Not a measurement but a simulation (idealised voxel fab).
Process module in this document: voxel air gaps
FYI the section here is cut, 265 nm wide, cells are 5 nm squares.
A cross-section is a grid of square cells, given in bands from the top down. A band is one or more rows of cells. A band entry consists of two parts. The first gives the height of the band's top and the height of its bottom, in nm. The rest lists the band's materials from left to right, each with its width in nm. A single material labelled with the word "full width" fills the band from edge to edge, and the word "blank" marks empty space. Height 0 is the level under which the wafer as received is all one material. The lowest band goes on downwards, as in "from 0 down". A width such as "30 to 40" changes by the same amount from each row of cells to the next, from the band's top row to its bottom row. "no change occurred" for a step: no cell of the cross-section changed in that step. Voids not open to the top, 8 cells minimum: see "Closed void list". Written width x height at distance; distance is from the left edge; nm. Post-settings text on a step line: simulator's own remark regarding the step. overlay nm: on a step with a mask, how far right of its planned place the mask lay; negative means left.

## Process steps (planned)
- 1: RECEIVE,material Si
- 2: CONFORMAL_DEP,material SiO2,thk nm 10
- 3: CONFORMAL_DEP,material SiN,thk nm 5
- 4: DIRECTIONAL_DEP,material lowk,thk nm 40
- 5: PATTERN,tone open,mask id LINES,material resist,width nm 20,pitch nm 45,thk nm 15,overlay nm 0
- 6: DIRECTIONAL_ETCH,etch materials lowk,depth nm 40
- 7: STRIP,etch materials resist
- 8: CONFORMAL_DEP,material TiN,thk nm 5
- 9: FILL_DEP,material Cu,thk nm 5
- 10: CMP,height nm 55
- 11: EPI,material Ru,thk nm 10
- 12: SELECTIVE_ETCH,etch materials lowk,depth nm 50
- 13: CONFORMAL_DEP,material SiN,thk nm 5

## Shown in cross-section is the wafer as received, that is, as it stands after step 1
> from 0 down: Si full width
> Closed void list: none

## First of two wafers, end-of-module section, run followed plan
> from 70 to 65: blank 40 nm; SiN 185 nm; blank 40 nm
> from 65 to 55: blank 40 nm; SiN 5 nm; Ru 40 nm; SiN 5 nm; Ru 40 nm; SiN 5 nm; Ru 40 nm; SiN 5 nm; Ru 40 nm; SiN 5 nm; blank 40 nm
> from 55 to 50: blank 40 nm; SiN 15 nm; TiN 5 nm; Cu 10 nm; TiN 5 nm; SiN 25 nm; TiN 5 nm; Cu 10 nm; TiN 5 nm; SiN 25 nm; TiN 5 nm; Cu 10 nm; TiN 5 nm; SiN 25 nm; TiN 5 nm; Cu 10 nm; TiN 5 nm; SiN 15 nm; blank 40 nm
> from 50 to 20: blank 50 nm; SiN 5 nm; TiN 5 nm; Cu 10 nm; TiN 5 nm; SiN 5 nm; blank 15 nm; SiN 5 nm; TiN 5 nm; Cu 10 nm; TiN 5 nm; SiN 5 nm; blank 15 nm; SiN 5 nm; TiN 5 nm; Cu 10 nm; TiN 5 nm; SiN 5 nm; blank 15 nm; SiN 5 nm; TiN 5 nm; Cu 10 nm; TiN 5 nm; SiN 5 nm; blank 50 nm
> from 20 to 15: SiN 55 nm; TiN 20 nm; SiN 25 nm; TiN 20 nm; SiN 25 nm; TiN 20 nm; SiN 25 nm; TiN 20 nm; SiN 55 nm
> from 15 to 10: SiN full width
> from 10 to 0: SiO2 full width
> from 0 down: Si full width
> Closed void list: 15 x 30 at 80; 15 x 30 at 125; 15 x 30 at 170

## Wafer two, sectioned after the module: the first wafer's start, the first wafer's plan, and one mistake in how it was run
> from 70 to 65: blank 40 nm; SiN 185 nm; blank 40 nm
> from 65 to 55: blank 40 nm; SiN 5 nm; Ru 40 nm; SiN 5 nm; Ru 40 nm; SiN 5 nm; Ru 40 nm; SiN 5 nm; Ru 40 nm; SiN 5 nm; blank 40 nm
> from 55 to 50: blank 40 nm; SiN 15 nm; TiN 5 nm; Cu 10 nm; TiN 5 nm; SiN 25 nm; TiN 5 nm; Cu 10 nm; TiN 5 nm; SiN 25 nm; TiN 5 nm; Cu 10 nm; TiN 5 nm; SiN 25 nm; TiN 5 nm; Cu 10 nm; TiN 5 nm; SiN 15 nm; blank 40 nm
> from 50 to 20: blank 50 nm; SiN 5 nm; TiN 5 nm; Cu 10 nm; TiN 5 nm; SiN 5 nm; blank 15 nm; SiN 5 nm; TiN 5 nm; Cu 10 nm; TiN 5 nm; SiN 5 nm; blank 15 nm; SiN 5 nm; TiN 5 nm; Cu 10 nm; TiN 5 nm; SiN 5 nm; blank 15 nm; SiN 5 nm; TiN 5 nm; Cu 10 nm; TiN 5 nm; SiN 5 nm; blank 50 nm
> from 20 to 15: SiN 55 nm; TiN 20 nm; SiN 25 nm; TiN 20 nm; SiN 25 nm; TiN 20 nm; SiN 25 nm; TiN 20 nm; SiN 55 nm
> from 15 to 5: SiO2 full width
> from 5 to 0: SiN full width
> from 0 down: Si full width
> Closed void list: 15 x 30 at 80; 15 x 30 at 125; 15 x 30 at 170
Processing error: steps 2 and 3 got flipped, so each one ran where the other should have
at the end the second wafer has, in cells: as many of each material as the first, in other places
